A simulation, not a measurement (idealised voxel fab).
The following process module bears the name voxel self aligned vias.
Section cut is 210 nm wide and gridded with 5 nm square cells.
Square cells in a grid make up a cross-section in this document, and the grid is given as bands, listed from the top down, each one or more rows of cells. Band: top height; bottom height; in nm. Then, left to right: material with width in nm, for each material. "full width": a single material spanning edge to edge. "blank": empty space. Height 0 is the level under which the wafer as received is all one material. The lowest band goes on downwards, as in "0 -> down". With a width like "30 to 40", each row of cells in the band differs from the next by the same amount, the top row carrying the first number and the bottom row the second. When a step is marked "all unchanged", none of the cells in the cross-section changed during that step. Each empty space that has no open way to the top and spans at least 8 cells appears under "Fully enclosed voids" as width x height at distance, the distance counted from the left edge, all in nm. after a step's settings: what the simulator itself notes on the step. overlay nm: mask offset rightward from planned place, masked step; negative means leftward offset.
# This section lists the process steps that were planned
step 1: RECEIVE, material Si
step 2: CONFORMAL_DEP, material SiO2, thk nm 10
step 3: CONFORMAL_DEP, material SiCN, thk nm 5
step 4: DIRECTIONAL_DEP, material SiO2, thk nm 25
step 5: DIRECTIONAL_DEP, material aC, thk nm 15
step 6: PATTERN, tone open, mask id LINES, material resist, width nm 20, pitch nm 65, thk nm 30, overlay nm 0
step 7: DIRECTIONAL_ETCH, etch materials aC, depth nm 15
step 8: STRIP, etch materials resist
step 9: DIRECTIONAL_ETCH, etch materials SiO2, depth nm 25
step 10: STRIP, etch materials aC
step 11: CONFORMAL_DEP, material TiN, thk nm 5
step 12: FILL_DEP, material Ru, thk nm 10
step 13: CMP, height nm 40
step 14: SELECTIVE_ETCH, etch materials W Ru TiN, depth nm 10
step 15: FILL_DEP, material SiN, thk nm 5
step 16: CMP, height nm 40
step 17: DIRECTIONAL_DEP, material SiO2, thk nm 20
step 18: MASKED_ETCH, tone open, mask id VIAS, width nm 40, pitch nm 130, etch materials SiO2, depth nm 20, overlay nm 0
step 19: MASKED_ETCH, tone open, mask id VIAS, width nm 40, pitch nm 130, etch materials SiN, depth nm 10, overlay nm 0
step 20: CONFORMAL_DEP, material TiN, thk nm 5
step 21: FILL_DEP, material Cu, thk nm 10
step 22: CMP, height nm 60
step 23: CONFORMAL_DEP, material SiCN, thk nm 5
# as received, after step 1
  0 -> down | Si full width
  Fully enclosed voids: none
# End-of-module cross-section. Starting structure and process plan as above; one mistake made in running it
  65 -> 60 | SiCN full width
  60 -> 45 | SiO2 (20), then TiN (5), then Cu (30), then TiN (5), then SiO2 (90), then TiN (5), then Cu (30), then TiN (5), then SiO2 (20)
  45 -> 40 | SiO2 (20), then TiN (5), then Cu (10), then TiN (25), then SiO2 (90), then TiN (5), then Cu (10), then TiN (25), then SiO2 (20)
  40 -> 35 | SiO2 (20), then TiN (5), then Cu (10), then TiN (5), then SiO2 (45), then SiN (20), then SiO2 (45), then TiN (5), then Cu (10), then TiN (5), then SiO2 (40)
  35 -> 30 | SiO2 (20), then TiN (20), then SiO2 (45), then SiN (20), then SiO2 (45), then TiN (20), then SiO2 (40)
  30 -> 20 | SiO2 (20), then TiN (5), then Ru (10), then TiN (5), then SiO2 (45), then TiN (5), then Ru (10), then TiN (5), then SiO2 (45), then TiN (5), then Ru (10), then TiN (5), then SiO2 (40)
  20 -> 15 | SiO2 (20), then TiN (20), then SiO2 (45), then TiN (20), then SiO2 (45), then TiN (20), then SiO2 (40)
  15 -> 10 | SiCN full width
  10 -> 0 | SiO2 full width
  0 -> down | Si full width
  Fully enclosed voids: none
Processing error: the process deviated at step 6: the operation and settings actually run there were PATTERN, tone open, mask id LINES, material resist, width nm 20, pitch nm 65, thk nm 30, overlay nm -10
